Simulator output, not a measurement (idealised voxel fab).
Process module under the name voxel tone inversion
Section shown: cut. Width: 180 nm. Cell size: 5 nm, square.
The cross-sections in this document take the form of a grid made of square cells. They are written out as bands, in order from top to bottom. Each band consists of one or more rows of cells. Top, bottom (nm), then materials left to right with widths (nm); lone material tagged "everywhere" fills the whole band edge to edge; "blank" = empty space. Ref level 0: as-received wafer is one material below here. Bottom band extends down with no lower bound ("0 nm and below"). With a width like "30->40", each row of cells in the band differs from the next by the same amount, the top row carrying the first number and the bottom row the second. It should be understood that the words "no alteration", when stated for a given step, signify that the cross-section underwent no change in any of its cells during that step. The list in "Fully enclosed voids" covers empty spaces of 8 cells or more that cannot reach the top through any open way, and it gives each as width x height at distance; the distance is from the left edge, and width, height and distance are in nm. Read whatever lies past the settings on a step's line as the simulator's own remark about the step. When a step includes a mask, the "overlay nm" setting on its line states how far to the right of its planned place that mask lay, and negative values state how far to the left.

[List of planned process steps]
1) RECEIVE, material Si
2) CONFORMAL_DEP, material SiCN, thk nm 5
3) DIRECTIONAL_DEP, material aC, thk nm 15
4) PATTERN, tone cover, mask id POSTS, material resist, width nm 15, pitch nm 35, thk nm 20, overlay nm -15
5) DIRECTIONAL_ETCH, etch materials aC, depth nm 15
6) STRIP, etch materials resist
7) FILL_DEP, material SiO2, thk nm 10
8) CMP, height nm 20
9) STRIP, etch materials aC
10) CONFORMAL_DEP, material TiN, thk nm 5
11) FILL_DEP, material Ru, thk nm 5
12) CMP, height nm 20
13) CONFORMAL_DEP, material SiCN, thk nm 5
Wafer-to-wafer difference: overlay nm, step 4. Common start. Plan = first wafer's value.

[First wafer of several, as received: cross-section after step 1]
* 0 nm and below = Si everywhere
* Fully enclosed voids: none

[What follows is a table in which each wafer occupies a row; for the wafer as it stands at the close of the module, the row states, material by material, how many cells have been gained (+) or lost (-) since receipt, and then gives its closed voids]
overlay nm -15, +6 Ru, +72 SiCN, +81 SiO2, +21 TiN, Fully enclosed voids: none
overlay nm -10, +6 Ru, +72 SiCN, +81 SiO2, +21 TiN, Fully enclosed voids: none
overlay nm -5, +6 Ru, +72 SiCN, +81 SiO2, +21 TiN, Fully enclosed voids: none
overlay nm 0, +6 Ru, +72 SiCN, +81 SiO2, +21 TiN, Fully enclosed voids: none
overlay nm 5, +6 Ru, +72 SiCN, +81 SiO2, +21 TiN, Fully enclosed voids: none
overlay nm 10, +6 Ru, +72 SiCN, +81 SiO2, +21 TiN, Fully enclosed voids: none
overlay nm 15, +6 Ru, +72 SiCN, +81 SiO2, +21 TiN, Fully enclosed voids: none
